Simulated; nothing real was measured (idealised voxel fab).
Process module under the name voxel self aligned vias
Cross-section cut spans 295 nm and uses square cells 5 nm in size.
Heads up, the way a cross-section reads in here is a grid of square cells, handed over as bands from the top down, with every band being one or more rows of cells.
Per band: top height and bottom height in nm, followed by the left-to-right materials and their widths in nm; "throughout" marks a single material spanning edge to edge, "blank" marks empty space.
Heights are measured from 0, the level below which the as-received wafer is all one material; the lowest band has no bottom and continues downward, written as in "0 -> down".
You'd read "30..40" like this: the band's top row of cells is as wide as the first number, its bottom row is as wide as the second, and going down, every row changes width by the same amount as the row before did.
"no change occurred" after a step means that no cell of the cross-section changed.
What "Sealed internal cavities" gives you is every empty space of 8 cells or more that is cut off from the top. Each appears as width x height at distance, with the distance taken from the left edge and width, height and distance all in nm.
Note: text after step settings on the step line = simulator remark on that step.
overlay nm: mask right of planned place by this much (step with mask). Neg. = left.
List of planned process steps:
1 RECEIVE (material Si)
2 CONFORMAL_DEP (material SiO2; thk nm 15)
3 CONFORMAL_DEP (material SiCN; thk nm 5)
4 DIRECTIONAL_DEP (material SiO2; thk nm 20)
5 PATTERN (tone open; mask id LINES; material resist; width nm 30; pitch nm 65; thk nm 20; overlay nm 0)
6 DIRECTIONAL_ETCH (etch materials SiO2; depth nm 20)
7 STRIP (etch materials resist)
8 CONFORMAL_DEP (material TiN; thk nm 5)
9 FILL_DEP (material Ru; thk nm 10)
10 CMP (height nm 40)
11 SELECTIVE_ETCH (etch materials W Ru TiN; depth nm 10)
12 FILL_DEP (material SiN; thk nm 10)
13 CMP (height nm 40)
14 DIRECTIONAL_DEP (material SiO2; thk nm 15)
15 MASKED_ETCH (tone open; mask id VIAS; width nm 50; etch materials SiO2; depth nm 15; overlay nm 0)
16 MASKED_ETCH (tone open; mask id VIAS; width nm 50; etch materials SiN; depth nm 10; overlay nm 0)
17 CONFORMAL_DEP (material TiN; thk nm 5)
18 FILL_DEP (material Ru; thk nm 5)
19 CMP (height nm 55)
20 CONFORMAL_DEP (material SiCN; thk nm 5)
First wafer, as planned:
Delivered wafer in cross-section: state after step 1:
> 0 -> down | Si throughout
> Sealed internal cavities: none
So this is the wafer cross-section right after step 2:
> 15 -> 0 | SiO2 throughout
> All layers under 0 are left as they were.
So this is the wafer cross-section right after step 3:
> 20 -> 15 | SiCN throughout
> All layers under 15 are left as they were.
So this is the wafer cross-section right after step 4:
> 40 -> 20 | SiO2 throughout
> All layers under 20 are left as they were.
So this is the wafer cross-section right after step 5:
> 60 -> 40 | resist (100), then blank (30), then resist (35), then blank (30), then resist (100)
> All layers under 40 are left as they were.
So this is the wafer cross-section right after step 6:
> 60 -> 40 | resist (100), then blank (30), then resist (35), then blank (30), then resist (100)
> 40 -> 20 | SiO2 (100), then blank (30), then SiO2 (35), then blank (30), then SiO2 (100)
> All layers under 20 are left as they were.
So this is the wafer cross-section right after step 7:
> 40 -> 20 | SiO2 (100), then blank (30), then SiO2 (35), then blank (30), then SiO2 (100)
> All layers under 20 are left as they were.
So this is the wafer cross-section right after step 8:
> 45 -> 40 | TiN (105), then blank (20), then TiN (45), then blank (20), then TiN (105)
> 40 -> 25 | SiO2 (100), then TiN (5), then blank (20), then TiN (5), then SiO2 (35), then TiN (5), then blank (20), then TiN (5), then SiO2 (100)
> 25 -> 20 | SiO2 (100), then TiN (30), then SiO2 (35), then TiN (30), then SiO2 (100)
> All layers under 20 are left as they were.
So this is the wafer cross-section right after step 9:
> 55 -> 45 | Ru throughout
> 45 -> 40 | TiN (105), then Ru (20), then TiN (45), then Ru (20), then TiN (105)
> 40 -> 25 | SiO2 (100), then TiN (5), then Ru (20), then TiN (5), then SiO2 (35), then TiN (5), then Ru (20), then TiN (5), then SiO2 (100)
> All layers under 25 are left as they were.
So this is the wafer cross-section right after step 10:
> 40 -> 25 | SiO2 (100), then TiN (5), then Ru (20), then TiN (5), then SiO2 (35), then TiN (5), then Ru (20), then TiN (5), then SiO2 (100)
> All layers under 25 are left as they were.
So this is the wafer cross-section right after step 11:
> 40 -> 30 | SiO2 (100), then blank (30), then SiO2 (35), then blank (30), then SiO2 (100)
> All layers under 30 are left as they were.
So this is the wafer cross-section right after step 12:
> 50 -> 40 | SiN throughout
> 40 -> 30 | SiO2 (100), then SiN (30), then SiO2 (35), then SiN (30), then SiO2 (100)
> All layers under 30 are left as they were.
So this is the wafer cross-section right after step 13:
> 40 -> 30 | SiO2 (100), then SiN (30), then SiO2 (35), then SiN (30), then SiO2 (100)
> All layers under 30 are left as they were.
So this is the wafer cross-section right after step 14:
> 55 -> 40 | SiO2 throughout
> All layers under 40 are left as they were.
So this is the wafer cross-section right after step 15:
> 55 -> 40 | SiO2 (90), then blank (50), then SiO2 (155)
> All layers under 40 are left as they were.
So this is the wafer cross-section right after step 16:
> 55 -> 40 | SiO2 (90), then blank (50), then SiO2 (155)
> 40 -> 30 | SiO2 (100), then blank (30), then SiO2 (35), then SiN (30), then SiO2 (100)
> All layers under 30 are left as they were.
So this is the wafer cross-section right after step 17:
> 60 -> 55 | TiN (95), then blank (40), then TiN (160)
> 55 -> 45 | SiO2 (90), then TiN (5), then blank (40), then TiN (5), then SiO2 (155)
> 45 -> 40 | SiO2 (90), then TiN (15), then blank (20), then TiN (15), then SiO2 (155)
> 40 -> 35 | SiO2 (100), then TiN (5), then blank (20), then TiN (5), then SiO2 (35), then SiN (30), then SiO2 (100)
> 35 -> 30 | SiO2 (100), then TiN (30), then SiO2 (35), then SiN (30), then SiO2 (100)
> All layers under 30 are left as they were.
So this is the wafer cross-section right after step 18:
> 65 -> 60 | Ru throughout
> 60 -> 55 | TiN (95), then Ru (40), then TiN (160)
> 55 -> 45 | SiO2 (90), then TiN (5), then Ru (40), then TiN (5), then SiO2 (155)
> 45 -> 40 | SiO2 (90), then TiN (15), then Ru (20), then TiN (15), then SiO2 (155)
> 40 -> 35 | SiO2 (100), then TiN (5), then Ru (20), then TiN (5), then SiO2 (35), then SiN (30), then SiO2 (100)
> All layers under 35 are left as they were.
So this is the wafer cross-section right after step 19:
> 55 -> 45 | SiO2 (90), then TiN (5), then Ru (40), then TiN (5), then SiO2 (155)
> All layers under 45 are left as they were.
So this is the wafer cross-section right after step 20:
> 60 -> 55 | SiCN throughout
> All layers under 55 are left as they were.
Second Wafer (Identical Start and Plan, One Processing Error; Matches First Wafer Through Step 1):
Cross-sectional view of the second wafer at the intended end time of process step 2:
> 5 -> 0 | SiCN throughout
> All layers under 0 are left as they were.
Cross-sectional view of the second wafer at the intended end time of process step 3:
> 20 -> 5 | SiO2 throughout
> All layers under 5 are left as they were.
Cross-sectional view of the second wafer at the intended end time of process step 4:
> 40 -> 5 | SiO2 throughout
> All layers under 5 are left as they were.
Cross-sectional view of the second wafer at the intended end time of process step 5:
> 60 -> 40 | resist (100), then blank (30), then resist (35), then blank (30), then resist (100)
> All layers under 40 are left as they were.
Cross-sectional view of the second wafer at the intended end time of process step 6:
> 60 -> 40 | resist (100), then blank (30), then resist (35), then blank (30), then resist (100)
> 40 -> 20 | SiO2 (100), then blank (30), then SiO2 (35), then blank (30), then SiO2 (100)
> All layers under 20 are left as they were.
Cross-sectional view of the second wafer at the intended end time of process step 7:
> 40 -> 20 | SiO2 (100), then blank (30), then SiO2 (35), then blank (30), then SiO2 (100)
> All layers under 20 are left as they were.
Cross-sectional view of the second wafer at the intended end time of process step 8:
> 45 -> 40 | TiN (105), then blank (20), then TiN (45), then blank (20), then TiN (105)
> 40 -> 25 | SiO2 (100), then TiN (5), then blank (20), then TiN (5), then SiO2 (35), then TiN (5), then blank (20), then TiN (5), then SiO2 (100)
> 25 -> 20 | SiO2 (100), then TiN (30), then SiO2 (35), then TiN (30), then SiO2 (100)
> All layers under 20 are left as they were.
Cross-sectional view of the second wafer at the intended end time of process step 9:
> 55 -> 45 | Ru throughout
> 45 -> 40 | TiN (105), then Ru (20), then TiN (45), then Ru (20), then TiN (105)
> 40 -> 25 | SiO2 (100), then TiN (5), then Ru (20), then TiN (5), then SiO2 (35), then TiN (5), then Ru (20), then TiN (5), then SiO2 (100)
> All layers under 25 are left as they were.
Cross-sectional view of the second wafer at the intended end time of process step 10:
> 40 -> 25 | SiO2 (100), then TiN (5), then Ru (20), then TiN (5), then SiO2 (35), then TiN (5), then Ru (20), then TiN (5), then SiO2 (100)
> All layers under 25 are left as they were.
Cross-sectional view of the second wafer at the intended end time of process step 11:
> 40 -> 30 | SiO2 (100), then blank (30), then SiO2 (35), then blank (30), then SiO2 (100)
> All layers under 30 are left as they were.
Cross-sectional view of the second wafer at the intended end time of process step 12:
> 50 -> 40 | SiN throughout
> 40 -> 30 | SiO2 (100), then SiN (30), then SiO2 (35), then SiN (30), then SiO2 (100)
> All layers under 30 are left as they were.
Cross-sectional view of the second wafer at the intended end time of process step 13:
> 40 -> 30 | SiO2 (100), then SiN (30), then SiO2 (35), then SiN (30), then SiO2 (100)
> All layers under 30 are left as they were.
Cross-sectional view of the second wafer at the intended end time of process step 14:
> 55 -> 40 | SiO2 throughout
> All layers under 40 are left as they were.
Cross-sectional view of the second wafer at the intended end time of process step 15:
> 55 -> 40 | SiO2 (90), then blank (50), then SiO2 (155)
> All layers under 40 are left as they were.
Cross-sectional view of the second wafer at the intended end time of process step 16:
> 55 -> 40 | SiO2 (90), then blank (50), then SiO2 (155)
> 40 -> 30 | SiO2 (100), then blank (30), then SiO2 (35), then SiN (30), then SiO2 (100)
> All layers under 30 are left as they were.
Cross-sectional view of the second wafer at the intended end time of process step 17:
> 60 -> 55 | TiN (95), then blank (40), then TiN (160)
> 55 -> 45 | SiO2 (90), then TiN (5), then blank (40), then TiN (5), then SiO2 (155)
> 45 -> 40 | SiO2 (90), then TiN (15), then blank (20), then TiN (15), then SiO2 (155)
> 40 -> 35 | SiO2 (100), then TiN (5), then blank (20), then TiN (5), then SiO2 (35), then SiN (30), then SiO2 (100)
> 35 -> 30 | SiO2 (100), then TiN (30), then SiO2 (35), then SiN (30), then SiO2 (100)
> All layers under 30 are left as they were.
Cross-sectional view of the second wafer at the intended end time of process step 18:
> 65 -> 60 | Ru throughout
> 60 -> 55 | TiN (95), then Ru (40), then TiN (160)
> 55 -> 45 | SiO2 (90), then TiN (5), then Ru (40), then TiN (5), then SiO2 (155)
> 45 -> 40 | SiO2 (90), then TiN (15), then Ru (20), then TiN (15), then SiO2 (155)
> 40 -> 35 | SiO2 (100), then TiN (5), then Ru (20), then TiN (5), then SiO2 (35), then SiN (30), then SiO2 (100)
> All layers under 35 are left as they were.
Cross-sectional view of the second wafer at the intended end time of process step 19:
> 55 -> 45 | SiO2 (90), then TiN (5), then Ru (40), then TiN (5), then SiO2 (155)
> All layers under 45 are left as they were.
Cross-sectional view of the second wafer at the intended end time of process step 20:
> 60 -> 55 | SiCN throughout
> All layers under 55 are left as they were.
Want to know what went wrong? steps 2 and 3: order swapped relative to plan
Tallied in cells, the final second wafer holds each material in the same quantity as the first, although not at the same places.
